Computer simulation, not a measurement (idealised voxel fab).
Herein follows the process module entitled voxel capacitor over wiring.
Pictured: cross-section cut, 175 nm wide, on a grid of 5 nm square cells.
Think of the cross-section as a grid of square cells. We describe it in bands, top to bottom, and each band covers one or more rows of those cells.
Per band: top height and bottom height in nm, followed by the left-to-right materials and their widths in nm; "edge to edge" marks a single material spanning edge to edge, "blank" marks empty space.
We count height from 0. Below that, the starting wafer is all one material. The lowest band never ends at the bottom but goes on down; see "0 nm and below" for how that is written.
Width spec "30 to 40" -> top row of cells at first value, bottom row at second value, equal per-row change in between.
For the purposes of this document, the phrase "identical to before" attached to a step denotes that no cell within the cross-section was modified by that step.
Empty spaces counting at least 8 cells and having no open way to the top are listed in "Closed void register". The notation width x height at distance is used for each, the distance being from the left edge and all three values in nm.
It should be noted that, on the line of a given step, the content following the step's settings is a remark produced by the simulator itself with respect to that step.
On any step carrying a mask, the "overlay nm" setting, if present on the step's line, tells how far right of its planned place the mask lay; negative values point to the left.

**Steps planned for the process**
step 1: RECEIVE with material Si
step 2: CONFORMAL_DEP with material SiO2, thk nm 15
step 3: DIRECTIONAL_DEP with material TiN, thk nm 5
step 4: DIRECTIONAL_DEP with material Ru, thk nm 20
step 5: DIRECTIONAL_DEP with material aC, thk nm 15
step 6: PATTERN with tone cover, mask id METAL_1, material resist, width nm 30, pitch nm 80, thk nm 35, overlay nm 0
step 7: DIRECTIONAL_ETCH with etch materials aC, depth nm 15
step 8: STRIP with etch materials resist
step 9: DIRECTIONAL_ETCH with etch materials Ru, depth nm 20
step 10: DIRECTIONAL_ETCH with etch materials TiN, depth nm 5
step 11: STRIP with etch materials aC
step 12: FILL_DEP with material lowk, thk nm 5
step 13: CMP with height nm 40
step 14: CONFORMAL_DEP with material SiCN, thk nm 5
step 15: DIRECTIONAL_DEP with material lowk, thk nm 20
step 16: DIRECTIONAL_DEP with material aC, thk nm 10
step 17: PATTERN with tone open, mask id PLUG_1, material resist, width nm 15, thk nm 25, overlay nm 0
step 18: DIRECTIONAL_ETCH with etch materials aC, depth nm 10
step 19: STRIP with etch materials resist
step 20: DIRECTIONAL_ETCH with etch materials lowk, depth nm 20
step 21: DIRECTIONAL_ETCH with etch materials SiCN, depth nm 5
step 22: STRIP with etch materials aC
step 23: CONFORMAL_DEP with material TiN, thk nm 5
step 24: FILL_DEP with material Ru, thk nm 5
step 25: CMP with height nm 65
step 26: DIRECTIONAL_DEP with material TiN, thk nm 10
step 27: DIRECTIONAL_DEP with material SiN, thk nm 5
step 28: DIRECTIONAL_DEP with material TiN, thk nm 10
step 29: DIRECTIONAL_DEP with material aC, thk nm 15
step 30: PATTERN with tone cover, mask id UPPER_PLATE, material resist, width nm 55, thk nm 30, overlay nm 0
step 31: DIRECTIONAL_ETCH with etch materials aC, depth nm 15
step 32: STRIP with etch materials resist
step 33: DIRECTIONAL_ETCH with etch materials TiN, depth nm 10
step 34: DIRECTIONAL_ETCH with etch materials SiN, depth nm 5
step 35: STRIP with etch materials aC
step 36: DIRECTIONAL_DEP with material aC, thk nm 10
step 37: PATTERN with tone cover, mask id LOWER_PLATE, material resist, width nm 65, thk nm 30, overlay nm 0
step 38: DIRECTIONAL_ETCH with etch materials aC, depth nm 10
step 39: STRIP with etch materials resist
step 40: DIRECTIONAL_ETCH with etch materials TiN, depth nm 10
step 41: STRIP with etch materials aC
step 42: FILL_DEP with material SiO2, thk nm 20
step 43: CMP with height nm 105
step 44: MASKED_ETCH with tone open, mask id PLUG_2, width nm 15, etch materials SiO2, depth nm 15, overlay nm 0
step 45: CONFORMAL_DEP with material TiN, thk nm 5
step 46: FILL_DEP with material Ru, thk nm 5
step 47: CMP with height nm 105
step 48: CONFORMAL_DEP with material SiCN, thk nm 5

**Cross-section of the wafer as it came to us, i.e., already through step 1**
- 0 nm and below: Si edge to edge
- Closed void register: none

**The following cross-section depicts the wafer upon conclusion of the module. Processing commenced from the starting condition illustrated above and adhered to the plan illustrated above, save for one mistake in execution**
- 110 nm to 105 nm: SiCN edge to edge
- 105 nm to 95 nm: 55 nm SiO2 / 5 nm TiN / 5 nm Ru / 5 nm TiN / 105 nm SiO2
- 95 nm to 90 nm: 55 nm SiO2 / 15 nm TiN / 105 nm SiO2
- 90 nm to 80 nm: 45 nm SiO2 / 55 nm TiN / 75 nm SiO2
- 80 nm to 75 nm: 45 nm SiO2 / 55 nm SiN / 75 nm SiO2
- 75 nm to 65 nm: 40 nm SiO2 / 65 nm TiN / 70 nm SiO2
- 65 nm to 45 nm: 45 nm lowk / 5 nm TiN / 5 nm Ru / 5 nm TiN / 115 nm lowk
- 45 nm to 40 nm: 45 nm SiCN / 15 nm TiN / 115 nm SiCN
- 40 nm to 35 nm: 30 nm lowk / 30 nm Ru / 50 nm lowk / 30 nm Ru / 35 nm lowk
- 35 nm to 30 nm: 30 nm lowk / 30 nm TiN / 50 nm lowk / 30 nm TiN / 35 nm lowk
- 30 nm to 0 nm: SiO2 edge to edge
- 0 nm and below: Si edge to edge
- Closed void register: none
Nonconformance to the process plan: the plan's step 2 ran twice
